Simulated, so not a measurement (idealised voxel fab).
You're looking at the process module voxel double patterning.
We display cut, a cross-section 190 nm in width whose square cells are each 5 nm.
Cross-section = grid of square cells, listed top down in bands; band = one or more rows. Each band's line starts with the height of the band's top and of its bottom, in nm. Then come its materials from left to right, each with its width in nm. One material with "edge to edge" fills the band from edge to edge. "air" is empty space. Note: height 0 marks the level under which the wafer is uniformly one material as received. Lowest band unbounded below, written "from 0 down". The two numbers in a width such as "30..40" mark its ends across the band: the first belongs to the top row of cells, the second to the bottom row, and from each row to the next the width moves by the same amount. "no modification" for a step: no cell of the cross-section changed in that step. This entry, "Sealed voids", enumerates those empty regions of no fewer than 8 cells that possess no open connection to the top. Each region is reported in the form width x height at distance, the distance being taken from the left edge, with all three quantities expressed in nm. Past the settings on a step's line: simulator remark, on that step. overlay nm: for a step with a mask, the amount by which the mask lay right of where it was planned; a negative amount means left of it.

**The following list gives the planned process steps**
1: RECEIVE (material Si)
2: CONFORMAL_DEP (material SiO2; thk nm 5)
3: DIRECTIONAL_DEP (material TiN; thk nm 10)
4: DIRECTIONAL_DEP (material SiN; thk nm 10)
5: DIRECTIONAL_DEP (material aC; thk nm 15)
6: PATTERN (tone open; mask id FIRST; material resist; width nm 15; pitch nm 50; thk nm 30; overlay nm 0)
7: DIRECTIONAL_ETCH (etch materials aC; depth nm 15)
8: STRIP (etch materials resist)
9: DIRECTIONAL_ETCH (etch materials SiN; depth nm 10)
10: STRIP (etch materials aC)
11: DIRECTIONAL_DEP (material aC; thk nm 15)
12: PATTERN (tone open; mask id SECOND; material resist; width nm 15; thk nm 30; overlay nm 0)
13: DIRECTIONAL_ETCH (etch materials aC; depth nm 15)
14: STRIP (etch materials resist)
15: DIRECTIONAL_ETCH (etch materials SiN; depth nm 10)
16: STRIP (etch materials aC)
17: DIRECTIONAL_ETCH (etch materials TiN; depth nm 10)
18: STRIP (etch materials SiN)

**The first of a set of two wafers, run to plan**

**Wafer cross-section on receipt, i.e. after step 1**
    from 0 down | Si edge to edge
    Sealed voids: none

**after step 2**
    from 5 to 0 | SiO2 edge to edge
    Anything lower than 0 is untouched.

**after step 3**
    from 15 to 5 | TiN edge to edge
    Anything lower than 5 is untouched.

**after step 4**
    from 25 to 15 | SiN edge to edge
    Anything lower than 15 is untouched.

**after step 5**
    from 40 to 25 | aC edge to edge
    Anything lower than 25 is untouched.

**after step 6**
    from 70 to 40 | resist=60 / air=15 / resist=35 / air=15 / resist=65
    Anything lower than 40 is untouched.

**after step 7**
    from 55 to 40 | resist=60 / air=15 / resist=35 / air=15 / resist=65
    from 40 to 25 | aC=60 / air=15 / aC=35 / air=15 / aC=65
    Anything lower than 25 is untouched.

**after step 8**
    from 40 to 25 | aC=60 / air=15 / aC=35 / air=15 / aC=65
    Anything lower than 25 is untouched.

**after step 9**
    from 40 to 25 | aC=60 / air=15 / aC=35 / air=15 / aC=65
    from 25 to 15 | SiN=60 / air=15 / SiN=35 / air=15 / SiN=65
    Anything lower than 15 is untouched.

**after step 10**
    from 25 to 15 | SiN=60 / air=15 / SiN=35 / air=15 / SiN=65
    Anything lower than 15 is untouched.

**after step 11**
    from 40 to 30 | aC=60 / air=15 / aC=35 / air=15 / aC=65
    from 30 to 25 | aC edge to edge
    from 25 to 15 | SiN=60 / aC=15 / SiN=35 / aC=15 / SiN=65
    Anything lower than 15 is untouched.

**after step 12**
    from 70 to 40 | resist=85 / air=15 / resist=90
    from 40 to 30 | aC=60 / resist=15 / aC=35 / resist=15 / aC=65
    Anything lower than 30 is untouched.

**after step 13**
    from 55 to 40 | resist=85 / air=15 / resist=90
    from 40 to 30 | aC=60 / resist=15 / aC=10 / air=15 / aC=10 / resist=15 / aC=65
    from 30 to 25 | aC=85 / air=15 / aC=90
    Anything lower than 25 is untouched.

**after step 14**
    from 40 to 30 | aC=60 / air=15 / aC=10 / air=15 / aC=10 / air=15 / aC=65
    Anything lower than 30 is untouched.

**after step 15**
    from 40 to 30 | aC=60 / air=15 / aC=10 / air=15 / aC=10 / air=15 / aC=65
    from 30 to 25 | aC=85 / air=15 / aC=90
    from 25 to 15 | SiN=60 / aC=15 / SiN=10 / air=15 / SiN=10 / aC=15 / SiN=65
    Anything lower than 15 is untouched.

**after step 16**
    from 25 to 15 | SiN=60 / air=15 / SiN=10 / air=15 / SiN=10 / air=15 / SiN=65
    Anything lower than 15 is untouched.

**after step 17**
    from 25 to 15 | SiN=60 / air=15 / SiN=10 / air=15 / SiN=10 / air=15 / SiN=65
    from 15 to 5 | TiN=60 / air=15 / TiN=10 / air=15 / TiN=10 / air=15 / TiN=65
    Anything lower than 5 is untouched.

**after step 18**
    from 15 to 5 | TiN=60 / air=15 / TiN=10 / air=15 / TiN=10 / air=15 / TiN=65
    Anything lower than 5 is untouched.

**Wafer two: like wafer one in start and plan, but with one mistake in execution; identical up to and including step 5**

**when step 6 should have ended**
    from 70 to 40 | resist=55 / air=25 / resist=25 / air=25 / resist=60
    Anything lower than 40 is untouched.

**when step 7 should have ended**
    from 55 to 40 | resist=55 / air=25 / resist=25 / air=25 / resist=60
    from 40 to 25 | aC=55 / air=25 / aC=25 / air=25 / aC=60
    Anything lower than 25 is untouched.

**when step 8 should have ended**
    from 40 to 25 | aC=55 / air=25 / aC=25 / air=25 / aC=60
    Anything lower than 25 is untouched.

**when step 9 should have ended**
    from 40 to 25 | aC=55 / air=25 / aC=25 / air=25 / aC=60
    from 25 to 15 | SiN=55 / air=25 / SiN=25 / air=25 / SiN=60
    Anything lower than 15 is untouched.

**when step 10 should have ended**
    from 25 to 15 | SiN=55 / air=25 / SiN=25 / air=25 / SiN=60
    Anything lower than 15 is untouched.

**when step 11 should have ended**
    from 40 to 30 | aC=55 / air=25 / aC=25 / air=25 / aC=60
    from 30 to 25 | aC edge to edge
    from 25 to 15 | SiN=55 / aC=25 / SiN=25 / aC=25 / SiN=60
    Anything lower than 15 is untouched.

**when step 12 should have ended**
    from 70 to 40 | resist=85 / air=15 / resist=90
    from 40 to 30 | aC=55 / resist=25 / aC=25 / resist=25 / aC=60
    Anything lower than 30 is untouched.

**when step 13 should have ended**
    from 55 to 40 | resist=85 / air=15 / resist=90
    from 40 to 30 | aC=55 / resist=25 / aC=5 / air=15 / aC=5 / resist=25 / aC=60
    from 30 to 25 | aC=85 / air=15 / aC=90
    Anything lower than 25 is untouched.

**when step 14 should have ended**
    from 40 to 30 | aC=55 / air=25 / aC=5 / air=15 / aC=5 / air=25 / aC=60
    Anything lower than 30 is untouched.

**when step 15 should have ended**
    from 40 to 30 | aC=55 / air=25 / aC=5 / air=15 / aC=5 / air=25 / aC=60
    from 30 to 25 | aC=85 / air=15 / aC=90
    from 25 to 15 | SiN=55 / aC=25 / SiN=5 / air=15 / SiN=5 / aC=25 / SiN=60
    Anything lower than 15 is untouched.

**when step 16 should have ended**
    from 25 to 15 | SiN=55 / air=25 / SiN=5 / air=15 / SiN=5 / air=25 / SiN=60
    Anything lower than 15 is untouched.

**when step 17 should have ended**
    from 25 to 15 | SiN=55 / air=25 / SiN=5 / air=15 / SiN=5 / air=25 / SiN=60
    from 15 to 5 | TiN=55 / air=25 / TiN=5 / air=15 / TiN=5 / air=25 / TiN=60
    Anything lower than 5 is untouched.

**when step 18 should have ended**
    from 15 to 5 | TiN=55 / air=25 / TiN=5 / air=15 / TiN=5 / air=25 / TiN=60
    Anything lower than 5 is untouched.
Against the plan, the run slipped here: step 6: run off-plan, actual operation and settings PATTERN (tone open; mask id FIRST; material resist; width nm 25; pitch nm 50; thk nm 30; overlay nm 0)
Final cells, second wafer relative to first, materials higher or lower: TiN -8
